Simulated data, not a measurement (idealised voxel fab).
process module | voxel gate over fins
cross-section cut | 185 nm wide | cells 5 nm
A cross-section is a grid of square cells, given in bands from the top down. A band is one or more rows of cells.
Each band's line starts with the height of the band's top and of its bottom, in nm. Then come its materials from left to right, each with its width in nm. One material with "throughout" fills the band from edge to edge. "air" is empty space.
Height 0 is the level under which the wafer as received is all one material. The lowest band goes on downwards, as in "0 down".
A width such as "30 to 40" changes by the same amount from each row of cells to the next, from the band's top row to its bottom row.
"no change" after a step means that no cell of the cross-section changed.
closed voids: empty space of 8 cells or more with no open way to the top, each as width x height at its distance from the left edge, in nm
after a step's settings: what the simulator itself notes on the step
overlay nm, on a step with a mask: how far to the right of its planned place the mask lay; to the left if negative
plan
1 op RECEIVE | material Si
2 op CONFORMAL_DEP | material SiN | thk nm 10
3 op PATTERN | tone cover | mask id FINS | material resist | width nm 15 | pitch nm 45 | thk nm 20 | overlay nm 0
4 op DIRECTIONAL_ETCH | etch materials SiN | depth nm 10
5 op DIRECTIONAL_ETCH | etch materials Si | depth nm 35
6 op STRIP | etch materials resist
7 op FILL_DEP | material SiO2 | thk nm 5
8 op CMP | height nm 10
9 op SELECTIVE_ETCH | etch materials SiO2 | depth nm 20
10 op STRIP | etch materials SiN
11 op CONFORMAL_DEP | material HfO2 | thk nm 5
12 op CONFORMAL_DEP | material TiN | thk nm 5
13 op CONFORMAL_DEP | material TiAl | thk nm 5
14 op CONFORMAL_DEP | material TiN | thk nm 5
15 op FILL_DEP | material W | thk nm 15
16 op CMP | height nm 30
17 op CONFORMAL_DEP | material SiN | thk nm 5
as received, after step 1
  0 down: Si throughout
  closed voids: none
a wafer at the end: this start, this plan, one mistake
  35 to 30: SiN throughout
  30 to 20: W throughout
  20 to 15: TiN throughout
  15 to 10: TiAl throughout
  10 to 5: TiN throughout
  5 to 0: HfO2 65 | TiN 5 | HfO2 40 | TiN 5 | HfO2 70
  0 to -5: Si 60 | HfO2 5 | TiN 5 | HfO2 5 | Si 30 | HfO2 5 | TiN 5 | HfO2 5 | Si 65
  -5 to -10: Si 60 | HfO2 15 | Si 30 | HfO2 15 | Si 65
  -10 to -35: Si 60 | SiO2 15 | Si 30 | SiO2 15 | Si 65
  -35 down: Si throughout
  closed voids: none
what went wrong: step 3 ran as: op PATTERN | tone open | mask id FINS | material resist | width nm 15 | pitch nm 45 | thk nm 20 | overlay nm 0
